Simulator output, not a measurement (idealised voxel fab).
process module | voxel air gaps
This is section cut - it's 205 nm across, gridded in 5 nm square cells.
Cross-sections here: square-cell grids, written as top-down lists of bands, a band being one or more rows of cells.
In this notation a band is specified by the heights of its top and bottom, in that order and in nm, after which its materials appear from left to right, each paired with its width in nm. The word "all across" attached to a single material means that material fills the band from edge to edge; the word "air" stands for empty space.
Where do heights start? At 0: under that level the wafer as delivered is made of one material only. And the lowest band has no floor; it just carries on downward, as in "top 0, no bottom".
So if you see something like "30..40" for the width, read it as the top row of the band sitting at the first number and the bottom row at the second, with every row in between moving by the same amount as the last.
"nothing changed" for a step: no cell of the cross-section changed in that step.
"Voids lacking openings" lists enclosed empty spaces (at least 8 cells, no open path upward to the top), each as width x height at distance from the left edge, in nm.
Post-settings text on a step line: simulator's own remark regarding the step.
When a step includes a mask, the "overlay nm" setting on its line states how far to the right of its planned place that mask lay, and negative values state how far to the left.
The steps planned for the process are as follows
1: RECEIVE | material Si
2: CONFORMAL_DEP | material SiO2 | thk nm 10
3: CONFORMAL_DEP | material SiN | thk nm 5
4: DIRECTIONAL_DEP | material SiO2 | thk nm 40
5: PATTERN | tone open | mask id LINES | material resist | width nm 15 | pitch nm 40 | thk nm 20 | overlay nm 0
6: DIRECTIONAL_ETCH | etch materials SiO2 | depth nm 40
7: STRIP | etch materials resist
8: CONFORMAL_DEP | material TiN | thk nm 5
9: FILL_DEP | material Cu | thk nm 5
10: CMP | height nm 55
11: EPI | material Ru | thk nm 10
12: SELECTIVE_ETCH | etch materials SiO2 | depth nm 50
13: CONFORMAL_DEP | material SiN | thk nm 5
Wafer at receipt (post step 1), cross-section
    top 0, no bottom: Si all across
    Voids lacking openings: none
Here's the cross-section of the first of our two wafers at the end of the module - it ran as planned
    top 70, bottom 65: air: 40, then SiN: 125, then air: 40
    top 65, bottom 55: air: 40, then SiN: 5, then Ru: 35, then SiN: 5, then Ru: 35, then SiN: 5, then Ru: 35, then SiN: 5, then air: 40
    top 55, bottom 50: air: 40, then SiN: 15, then TiN: 5, then Cu: 5, then TiN: 5, then SiN: 25, then TiN: 5, then Cu: 5, then TiN: 5, then SiN: 25, then TiN: 5, then Cu: 5, then TiN: 5, then SiN: 15, then air: 40
    top 50, bottom 20: air: 50, then SiN: 5, then TiN: 5, then Cu: 5, then TiN: 5, then SiN: 5, then air: 15, then SiN: 5, then TiN: 5, then Cu: 5, then TiN: 5, then SiN: 5, then air: 15, then SiN: 5, then TiN: 5, then Cu: 5, then TiN: 5, then SiN: 5, then air: 50
    top 20, bottom 15: SiN: 55, then TiN: 15, then SiN: 25, then TiN: 15, then SiN: 25, then TiN: 15, then SiN: 55
    top 15, bottom 10: SiN all across
    top 10, bottom 0: SiO2 all across
    top 0, no bottom: Si all across
    Voids lacking openings: 15 x 30 at 75; 15 x 30 at 115
Second wafer cross-section at end of module - shared start and plan with the first, one mistake in the run
    top 70, bottom 65: air: 40, then SiN: 130, then air: 35
    top 65, bottom 55: air: 40, then SiN: 5, then Ru: 120, then SiN: 5, then air: 35
    top 55, bottom 50: air: 40, then SiN: 15, then TiN: 5, then Cu: 10, then TiN: 5, then SiO2: 20, then TiN: 5, then Cu: 10, then TiN: 5, then SiO2: 20, then TiN: 5, then Cu: 10, then TiN: 5, then SiN: 15, then air: 35
    top 50, bottom 20: air: 50, then SiN: 5, then TiN: 5, then Cu: 10, then TiN: 5, then SiO2: 20, then TiN: 5, then Cu: 10, then TiN: 5, then SiO2: 20, then TiN: 5, then Cu: 10, then TiN: 5, then SiN: 5, then air: 45
    top 20, bottom 15: SiN: 55, then TiN: 20, then SiO2: 20, then TiN: 20, then SiO2: 20, then TiN: 20, then SiN: 50
    top 15, bottom 10: SiN all across
    top 10, bottom 0: SiO2 all across
    top 0, no bottom: Si all across
    Voids lacking openings: none
Want to know what went wrong? step 5 did not use the planned setting and instead ran as PATTERN | tone open | mask id LINES | material resist | width nm 20 | pitch nm 40 | thk nm 20 | overlay nm 0
The closing comparison, in cells, has the second wafer with more or fewer of some materials than the first: Cu: 21 more, Ru: 6 more, SiN: 48 fewer, SiO2: 64 more, TiN: 3 more
The closed voids present at the end amount to 2 for the first wafer and 0 for the second wafer.
